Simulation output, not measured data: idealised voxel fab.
process module | voxel gate over fins
cross-section cut | 225 nm wide | cells 5 nm
A cross-section is a grid of square cells, given in bands from the top down. A band is one or more rows of cells.
Each band's line starts with the height of the band's top and of its bottom, in nm. Then come its materials from left to right, each with its width in nm. One material with "throughout" fills the band from edge to edge. "air" is empty space.
Height 0 is the level under which the wafer as received is all one material. The lowest band goes on downwards, as in "0 down".
A width such as "30 to 40" changes by the same amount from each row of cells to the next, from the band's top row to its bottom row.
"no change" after a step means that no cell of the cross-section changed.
closed voids: empty space of 8 cells or more with no open way to the top, each as width x height at its distance from the left edge, in nm
after a step's settings: what the simulator itself notes on the step
overlay nm, on a step with a mask: how far to the right of its planned place the mask lay; to the left if negative
plan
1 op RECEIVE | material Si
2 op CONFORMAL_DEP | material SiN | thk nm 5
3 op DIRECTIONAL_DEP | material aC | thk nm 15
4 op PATTERN | tone cover | mask id FINS | material resist | width nm 15 | pitch nm 40 | thk nm 35 | overlay nm 0
5 op DIRECTIONAL_ETCH | etch materials aC | depth nm 15
6 op STRIP | etch materials resist
7 op DIRECTIONAL_ETCH | etch materials SiN | depth nm 5
8 op DIRECTIONAL_ETCH | etch materials Si | depth nm 35
9 op STRIP | etch materials aC
10 op OXIDIZE | depth nm 5
11 op FILL_DEP | material SiO2 | thk nm 15
12 op CMP | height nm 5
13 op SELECTIVE_ETCH | etch materials SiO2 | depth nm 15
14 op STRIP | etch materials SiN
15 op CONFORMAL_DEP | material HfO2 | thk nm 5
16 op CONFORMAL_DEP | material TiN | thk nm 5
17 op CONFORMAL_DEP | material TiAl | thk nm 5
18 op CONFORMAL_DEP | material TiN | thk nm 5
19 op FILL_DEP | material W | thk nm 10
20 op CMP | height nm 25
21 op CONFORMAL_DEP | material SiCN | thk nm 5
as received, after step 1
  0 down: Si throughout
  closed voids: none
a wafer at the end: this start, this plan, one mistake
  30 to 25: SiCN throughout
  25 to 20: W throughout
  20 to 10: W 30 | TiN 165 | W 30
  10 to 5: TiN 40 | TiAl 25 | TiN 15 | TiAl 25 | TiN 15 | TiAl 25 | TiN 15 | TiAl 25 | TiN 40
  5 to 0: TiN 40 | TiAl 5 | HfO2 15 | TiAl 5 | TiN 15 | TiAl 5 | HfO2 15 | TiAl 5 | TiN 15 | TiAl 5 | HfO2 15 | TiAl 5 | TiN 15 | TiAl 5 | HfO2 15 | TiAl 5 | TiN 40
  0 to -5: TiAl 45 | HfO2 5 | Si 5 | HfO2 5 | TiAl 25 | HfO2 5 | Si 5 | HfO2 5 | TiAl 25 | HfO2 5 | Si 5 | HfO2 5 | TiAl 25 | HfO2 5 | Si 5 | HfO2 5 | TiAl 45
  -5 to -10: HfO2 50 | Si 5 | HfO2 35 | Si 5 | HfO2 35 | Si 5 | HfO2 35 | Si 5 | HfO2 50
  -10 to -40: SiO2 50 | Si 5 | SiO2 35 | Si 5 | SiO2 35 | Si 5 | SiO2 35 | Si 5 | SiO2 50
  -40 down: Si throughout
  closed voids: none
what went wrong: steps 16 and 17 were swapped
